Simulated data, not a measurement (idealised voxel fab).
Title: Process Module voxel ribs on slabs
In the cross-section labelled cut, the width is 155 nm and each square cell is 5 nm.
Cross-section format: a grid of square cells, given as bands from top to bottom; each band is one or more rows of cells. What a band's entry tells you: where the top is and where the bottom is, as heights in nm, and after that what lies inside, material by material from left to right, each with its width in nm. Empty space is written as the word "air", and a single material marked with the word "throughout" occupies the band from edge to edge. Ref level 0: as-received wafer is one material below here. Bottom band extends down with no lower bound ("0 nm and below"). Per-row width for "30->40": begins at first number (top row of band), ends at second number (bottom row), increment between rows held constant. "everything unchanged", as given for a step, is the statement that not any cell of the cross-section underwent a change during that step. You'll see "Closed-off voids" listing empty spaces that have no way open to the top, as long as they're 8 cells or more; the notation is width x height at distance, where the distance is from the left edge, and all of it is in nm. Heads up: the bit after the settings on a step's line is the simulator's remark on that step. A step line may carry the setting "overlay nm", which, for steps involving a mask, states the distance by which the mask lay to the right of its intended position; negative values denote displacement to the left.
Listed below are the process steps as planned:
1 RECEIVE with material Si
2 DIRECTIONAL_DEP with material SiO2, thk nm 20
3 DIRECTIONAL_DEP with material polySi, thk nm 25
4 PATTERN with tone cover, mask id RIB, material resist, width nm 25, thk nm 15, overlay nm 0
5 DIRECTIONAL_ETCH with etch materials polySi, depth nm 5
6 STRIP with etch materials resist
7 MASKED_ETCH with tone cover, mask id SLAB, width nm 85, etch materials polySi, depth nm 20, overlay nm 0
8 FILL_DEP with material SiO2, thk nm 30
9 CMP with height nm 65
10 DIRECTIONAL_DEP with material TiN, thk nm 10
11 DIRECTIONAL_DEP with material aC, thk nm 10
12 PATTERN with tone cover, mask id HEATER, material resist, width nm 35, thk nm 30, overlay nm 0
13 DIRECTIONAL_ETCH with etch materials aC, depth nm 10
14 STRIP with etch materials resist
15 DIRECTIONAL_ETCH with etch materials TiN, depth nm 10
16 STRIP with etch materials aC
17 CONFORMAL_DEP with material SiN, thk nm 10
As-received wafer cross-section (after step 1):
- 0 nm and below  Si throughout
- Closed-off voids: none
Here's the cross-section of the first of our two wafers at the end of the module - it ran as planned:
- 85 nm to 75 nm  air 50, then SiN 55, then air 50
- 75 nm to 65 nm  SiN 60, then TiN 35, then SiN 60
- 65 nm to 45 nm  SiO2 throughout
- 45 nm to 40 nm  SiO2 65, then polySi 25, then SiO2 65
- 40 nm to 20 nm  SiO2 35, then polySi 85, then SiO2 35
- 20 nm to 0 nm  SiO2 throughout
- 0 nm and below  Si throughout
- Closed-off voids: none
This is the second of the two wafers, cross-sectioned at the end of the module; it started exactly like the first and was given the same plan, but it was run with one mistake:
- 85 nm to 75 nm  air 50, then SiN 55, then air 50
- 75 nm to 65 nm  SiN 60, then TiN 35, then SiN 60
- 65 nm to 45 nm  SiO2 throughout
- 45 nm to 40 nm  SiO2 65, then polySi 25, then SiO2 65
- 40 nm to 20 nm  SiO2 40, then polySi 75, then SiO2 40
- 20 nm to 0 nm  SiO2 throughout
- 0 nm and below  Si throughout
- Closed-off voids: none
What was done differently from what was planned? the process deviated at step 7: the operation and settings actually run there were MASKED_ETCH with tone cover, mask id SLAB, width nm 75, etch materials polySi, depth nm 20, overlay nm 0
At the finish, the second wafer shows more or fewer cells for some materials than the first does: SiO2 +8; polySi -8
